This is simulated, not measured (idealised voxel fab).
Name of the process module below: voxel transistor to metal
Square cells of 5 nm make up the cross-section cut, whose width is 280 nm.
If you're reading a cross-section in this doc, picture square cells in a grid; it comes to you as bands, top ones listed first down to the bottom, and a band can be one or more rows of cells. Band: top height; bottom height; in nm. Then, left to right: material with width in nm, for each material. "full width": a single material spanning edge to edge. "blank": empty space. Heights are measured from 0, the level below which the as-received wafer is all one material; the lowest band has no bottom and continues downward, written as in "top 0, no bottom". The expression "30->40" gives the width at the extremes of the band, the first number at its top row of cells and the second at its bottom row, with the width changing by equal amounts from each row to the next in between. Given "no change" for a step, no cell of the cross-section differs between before and after that step. Entry "Enclosed void listing". Content: empty spaces with no open connection to the top, size 8 cells or greater. Each: width x height at distance. Distance: from left edge. Unit: nm. Heads up: the bit after the settings on a step's line is the simulator's remark on that step. When a step includes a mask, the "overlay nm" setting on its line states how far to the right of its planned place that mask lay, and negative values state how far to the left.
Process steps - plan
| 1 | RECEIVE: material Si |
| 2 | OXIDIZE: depth nm 5 |
| 3 | CONFORMAL_DEP: material SiN, thk nm 10 |
| 4 | PATTERN: tone cover, mask id ACTIVE, material resist, width nm 110, pitch nm 130, thk nm 15, overlay nm 0 |
| 5 | DIRECTIONAL_ETCH: etch materials SiN, depth nm 10 |
| 6 | DIRECTIONAL_ETCH: etch materials SiO2, depth nm 5 |
| 7 | DIRECTIONAL_ETCH: etch materials Si, depth nm 35 |
| 8 | STRIP: etch materials resist |
| 9 | FILL_DEP: material SiO2, thk nm 10 |
| 10 | CMP: height nm 10 |
| 11 | SELECTIVE_ETCH: etch materials SiO2, depth nm 10 |
| 12 | STRIP: etch materials SiN |
| 13 | SELECTIVE_ETCH: etch materials SiO2, depth nm 5 |
| 14 | OXIDIZE: depth nm 5 |
| 15 | DIRECTIONAL_DEP: material polySi, thk nm 25 |
| 16 | DIRECTIONAL_DEP: material SiCN, thk nm 15 |
| 17 | MASKED_ETCH: tone cover, mask id GATE, width nm 30, pitch nm 130, etch materials SiCN, depth nm 25, overlay nm 0 |
| 18 | MASKED_ETCH: tone cover, mask id GATE, width nm 30, pitch nm 130, etch materials polySi, depth nm 35, overlay nm 0 |
| 19 | CONFORMAL_DEP: material SiN, thk nm 10 |
| 20 | DIRECTIONAL_ETCH: etch materials SiN, depth nm 10 |
| 21 | DIRECTIONAL_ETCH: etch materials SiO2, depth nm 5 |
| 22 | DIRECTIONAL_ETCH: etch materials Si, depth nm 5 |
| 23 | EPI: material nSi, thk nm 5 |
| 24 | FILL_DEP: material SiO2, thk nm 5 |
| 25 | CMP: height nm 20 |
| 26 | STRIP: etch materials polySi |
| 27 | SELECTIVE_ETCH: etch materials SiO2, depth nm 5 |
| 28 | CONFORMAL_DEP: material HfO2, thk nm 5 |
| 29 | CONFORMAL_DEP: material TiN, thk nm 5 |
| 30 | FILL_DEP: material W, thk nm 5 |
| 31 | CMP: height nm 15 |
| 32 | DIRECTIONAL_DEP: material SiO2, thk nm 10 |
| 33 | PATTERN: tone open, mask id CONTACT, material resist, width nm 15, thk nm 15, overlay nm 0 |
| 34 | DIRECTIONAL_ETCH: etch materials SiO2, depth nm 35 |
| 35 | STRIP: etch materials resist |
| 36 | CONFORMAL_DEP: material TiN, thk nm 5 |
| 37 | FILL_DEP: material W, thk nm 10 |
| 38 | CMP: height nm 25 |
| 39 | CONFORMAL_DEP: material SiCN, thk nm 5 |
| 40 | DIRECTIONAL_DEP: material lowk, thk nm 25 |
| 41 | PATTERN: tone open, mask id METAL_1, material resist, width nm 15, thk nm 15, overlay nm 0 |
| 42 | DIRECTIONAL_ETCH: etch materials lowk, depth nm 15 |
| 43 | DIRECTIONAL_ETCH: etch materials SiCN, depth nm 5 |
| 44 | STRIP: etch materials resist |
| 45 | CONFORMAL_DEP: material TiN, thk nm 5 |
| 46 | FILL_DEP: material Ru, thk nm 5 |
| 47 | CMP: height nm 55 |
| 48 | CONFORMAL_DEP: material SiCN, thk nm 5 |
Among the wafers covered here, the point of difference is the depth nm at step 42; their starting state is shared, and the plan presents the value of the first wafer.
First wafer as received, after step 1
    top 0, no bottom: Si full width
    Enclosed void listing: none
Post step 48, the closing step of the module: first of several wafers, cross-sectioned
    top 60, bottom 55: SiCN full width
    top 55, bottom 45: lowk=30  TiN=5  Ru=5  TiN=5  lowk=60  TiN=5  Ru=5  TiN=5  lowk=40  TiN=5  Ru=5  TiN=5  lowk=60  TiN=5  Ru=5  TiN=5  lowk=30
    top 45, bottom 40: lowk=30  TiN=15  lowk=60  TiN=15  lowk=40  TiN=15  lowk=60  TiN=15  lowk=30
    top 40, bottom 30: lowk full width
    top 30, bottom 25: SiCN full width
    top 25, bottom 15: SiO2=30  TiN=5  W=5  TiN=5  SiO2=60  TiN=5  W=5  TiN=5  SiO2=40  TiN=5  W=5  TiN=5  SiO2=60  TiN=5  W=5  TiN=5  SiO2=30
    top 15, bottom 0: SiO2=30  TiN=5  W=5  TiN=5  SiO2=5  SiN=10  HfO2=5  TiN=5  W=10  TiN=5  HfO2=5  SiN=10  SiO2=5  TiN=5  W=5  TiN=5  SiO2=40  TiN=5  W=5  TiN=5  SiO2=5  SiN=10  HfO2=5  TiN=5  W=10  TiN=5  HfO2=5  SiN=10  SiO2=5  TiN=5  W=5  TiN=5  SiO2=30
    top 0, bottom -5: SiO2=30  TiN=5  W=5  TiN=5  SiO2=5  SiN=10  HfO2=5  TiN=20  HfO2=5  SiN=10  SiO2=5  TiN=5  W=5  TiN=5  SiO2=40  TiN=5  W=5  TiN=5  SiO2=5  SiN=10  HfO2=5  TiN=20  HfO2=5  SiN=10  SiO2=5  TiN=5  W=5  TiN=5  SiO2=30
    top -5, bottom -10: SiO2=30  TiN=15  nSi=5  SiO2=5  HfO2=40  SiO2=5  nSi=5  TiN=15  SiO2=40  TiN=15  nSi=5  SiO2=5  HfO2=40  SiO2=5  nSi=5  TiN=15  SiO2=30
    top -10, bottom -15: SiO2=20  nSi=30  Si=50  nSi=30  SiO2=20  nSi=30  Si=50  nSi=30  SiO2=20
    top -15, bottom -40: SiO2=20  Si=110  SiO2=20  Si=110  SiO2=20
    top -40, no bottom: Si full width
    Enclosed void listing: none
Cross-section of the final wafer among several, taken at the end of the module
    top 60, bottom 55: SiCN full width
    top 55, bottom 30: lowk=30  TiN=5  Ru=5  TiN=5  lowk=60  TiN=5  Ru=5  TiN=5  lowk=40  TiN=5  Ru=5  TiN=5  lowk=60  TiN=5  Ru=5  TiN=5  lowk=30
    top 30, bottom 25: SiCN=30  TiN=15  SiCN=60  TiN=15  SiCN=40  TiN=15  SiCN=60  TiN=15  SiCN=30
    top 25, bottom 15: SiO2=30  TiN=5  W=5  TiN=5  SiO2=60  TiN=5  W=5  TiN=5  SiO2=40  TiN=5  W=5  TiN=5  SiO2=60  TiN=5  W=5  TiN=5  SiO2=30
    top 15, bottom 0: SiO2=30  TiN=5  W=5  TiN=5  SiO2=5  SiN=10  HfO2=5  TiN=5  W=10  TiN=5  HfO2=5  SiN=10  SiO2=5  TiN=5  W=5  TiN=5  SiO2=40  TiN=5  W=5  TiN=5  SiO2=5  SiN=10  HfO2=5  TiN=5  W=10  TiN=5  HfO2=5  SiN=10  SiO2=5  TiN=5  W=5  TiN=5  SiO2=30
    top 0, bottom -5: SiO2=30  TiN=5  W=5  TiN=5  SiO2=5  SiN=10  HfO2=5  TiN=20  HfO2=5  SiN=10  SiO2=5  TiN=5  W=5  TiN=5  SiO2=40  TiN=5  W=5  TiN=5  SiO2=5  SiN=10  HfO2=5  TiN=20  HfO2=5  SiN=10  SiO2=5  TiN=5  W=5  TiN=5  SiO2=30
    top -5, bottom -10: SiO2=30  TiN=15  nSi=5  SiO2=5  HfO2=40  SiO2=5  nSi=5  TiN=15  SiO2=40  TiN=15  nSi=5  SiO2=5  HfO2=40  SiO2=5  nSi=5  TiN=15  SiO2=30
    top -10, bottom -15: SiO2=20  nSi=30  Si=50  nSi=30  SiO2=20  nSi=30  Si=50  nSi=30  SiO2=20
    top -15, bottom -40: SiO2=20  Si=110  SiO2=20  Si=110  SiO2=20
    top -40, no bottom: Si full width
    Enclosed void listing: none
Below, a row for every wafer. Read it as the end-of-module picture: for each material the wafer shows its cells gained (+) or lost (-) since it was received, and then its closed voids
depth nm 15, +32 HfO2, +8 Ru, -208 Si, +112 SiCN, +32 SiN, +280 SiO2, +108 TiN, +36 W, +244 lowk, +28 nSi, Enclosed void listing: none
depth nm 20, +32 HfO2, +12 Ru, -208 Si, +112 SiCN, +32 SiN, +280 SiO2, +116 TiN, +36 W, +232 lowk, +28 nSi, Enclosed void listing: none
depth nm 25, +32 HfO2, +20 Ru, -208 Si, +100 SiCN, +32 SiN, +280 SiO2, +132 TiN, +36 W, +220 lowk, +28 nSi, Enclosed void listing: none
depth nm 30, +32 HfO2, +20 Ru, -208 Si, +100 SiCN, +32 SiN, +280 SiO2, +132 TiN, +36 W, +220 lowk, +28 nSi, Enclosed void listing: none
depth nm 35, +32 HfO2, +20 Ru, -208 Si, +100 SiCN, +32 SiN, +280 SiO2, +132 TiN, +36 W, +220 lowk, +28 nSi, Enclosed void listing: none
depth nm 40, +32 HfO2, +20 Ru, -208 Si, +100 SiCN, +32 SiN, +280 SiO2, +132 TiN, +36 W, +220 lowk, +28 nSi, Enclosed void listing: none
